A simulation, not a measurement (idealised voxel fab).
Herein follows the process module entitled voxel tone inversion.
The cross-section shown here is cut; it is 275 nm wide and divided into square cells measuring 5 nm on a side.
Cross-section, as written here: a square-cell grid given band by band from the top down, where a band holds one or more rows of cells. Look at the band entry: it leads with the top's height and the bottom's height in nm. Then it lists the materials left to right, with a width in nm for each. The word "all across" on a single material says that material fills the band edge to edge. The word "empty" is empty space. Heads up on the height convention: 0 is the point under which the incoming wafer is all one material, and the lowest band has no bottom, it just keeps going down, like "0 nm and below". The notation "30->40" denotes a width that varies across the rows of cells in the band, beginning at the first number in the top row, finishing at the second number in the bottom row, and changing by an identical amount from each row to the next. No cell of the cross-section changed in a step that is given as "nothing altered". This entry, "Voids, fully enclosed", enumerates those empty regions of no fewer than 8 cells that possess no open connection to the top. Each region is reported in the form width x height at distance, the distance being taken from the left edge, with all three quantities expressed in nm. Step line, after settings: the simulator's comment on this step. Among the settings permitted on a step's line is "overlay nm"; applied to a step with a mask, it specifies the extent to which the mask lay to the right of its planned position, whereas a negative figure signifies a position to the left.

plan
1. RECEIVE,material Si
2. CONFORMAL_DEP,material SiCN,thk nm 5
3. DIRECTIONAL_DEP,material aC,thk nm 25
4. PATTERN,tone cover,mask id POSTS,material resist,width nm 25,pitch nm 55,thk nm 30,overlay nm 0
5. DIRECTIONAL_ETCH,etch materials aC,depth nm 25
6. STRIP,etch materials resist
7. FILL_DEP,material SiO2,thk nm 10
8. CMP,height nm 30
9. STRIP,etch materials aC

Step 1 complete: cross-section of the wafer as received
> 0 nm and below  Si all across
> Voids, fully enclosed: none

This is how the wafer looks in cross-section once the module is done, given the starting state and plan above and one mistake in carrying the plan out
> 30 nm to 5 nm  35 nm SiO2, 35 nm empty, 20 nm SiO2, 35 nm empty, 20 nm SiO2, 35 nm empty, 20 nm SiO2, 35 nm empty, 40 nm SiO2
> 5 nm to 0 nm  SiCN all across
> 0 nm and below  Si all across
> Voids, fully enclosed: none
Diagnosis: it should be noted that step 4 was executed with settings other than those planned, the operation and settings actually applied being PATTERN,tone cover,mask id POSTS,material resist,width nm 35,pitch nm 55,thk nm 30,overlay nm 0
